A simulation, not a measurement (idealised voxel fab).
Process module in this document: voxel tone inversion
The cross-section on display is named cut; it measures 275 nm wide, and its cells are 5 nm squares.
This document writes a cross-section as a grid whose cells are square, and gives it as bands, listed from the top down; one or more rows of cells form a band.
Band: top and bottom heights (nm) first, top before bottom; then materials from left to right, widths in nm. "full width" marks a sole material filling the band edge to edge. "blank" denotes empty space.
Heights from 0 (as-received wafer is one material below). Bottom band endless downward, as "0 down".
The expression "30..40" gives the width at the extremes of the band, the first number at its top row of cells and the second at its bottom row, with the width changing by equal amounts from each row to the next in between.
"nothing altered" (step): cross-section cells unchanged, all of them.
Closed empty spaces (no open way to the top) of 8 cells or more are what "Entrapped void list" lists, each as width x height at distance from the left edge, nm for all three.
Formally, on a step line, whatever follows the settings is a remark that the simulator itself makes on the step.
Each step line may optionally specify "overlay nm", which for a step with a mask gives the rightward distance between the mask's planned place and where it lay, a negative value indicating the leftward direction.
Note: before/after cross-section pairs follow, one process step per pair, after-side truncated at the lowest changed band, step and settings given beneath. Different runs of this module on the same starting wafer may supply the pairs; a pair continues the one above only where the "Pre-step geometry" entry says so.

Pre-step geometry:
> 40 to 30  Ru full width
> 30 to 25  65 of Ru / 25 of TiN / 15 of Ru / 25 of TiN / 15 of Ru / 25 of TiN / 15 of Ru / 25 of TiN / 65 of Ru
> 25 to 10  65 of Ru / 5 of TiN / 15 of lowk / 5 of TiN / 15 of Ru / 5 of TiN / 15 of lowk / 5 of TiN / 15 of Ru / 5 of TiN / 15 of lowk / 5 of TiN / 15 of Ru / 5 of TiN / 15 of lowk / 5 of TiN / 65 of Ru
> 10 to 5  70 of TiN / 15 of lowk / 25 of TiN / 15 of lowk / 25 of TiN / 15 of lowk / 25 of TiN / 15 of lowk / 70 of TiN
> 5 to 0  SiN full width
> 0 down  Si full width
> Entrapped void list: none

Post-Step Cross-Section:
> 25 to 10  65 of Ru / 5 of TiN / 15 of lowk / 5 of TiN / 15 of Ru / 5 of TiN / 15 of lowk / 5 of TiN / 15 of Ru / 5 of TiN / 15 of lowk / 5 of TiN / 15 of Ru / 5 of TiN / 15 of lowk / 5 of TiN / 65 of Ru
> Beneath the level 10, the cross-section is identical to its previous state.
> Entrapped void list: none
Step linking the sections shown: op CMP | height nm 25

Pre-step geometry: per the after cross-section of the pair just above.

Post-Step Cross-Section:
> 30 to 25  SiCN full width
> Beneath the level 25, the cross-section is identical to its previous state.
> Entrapped void list: none
Step linking the sections shown: op CONFORMAL_DEP | material SiCN | thk nm 5
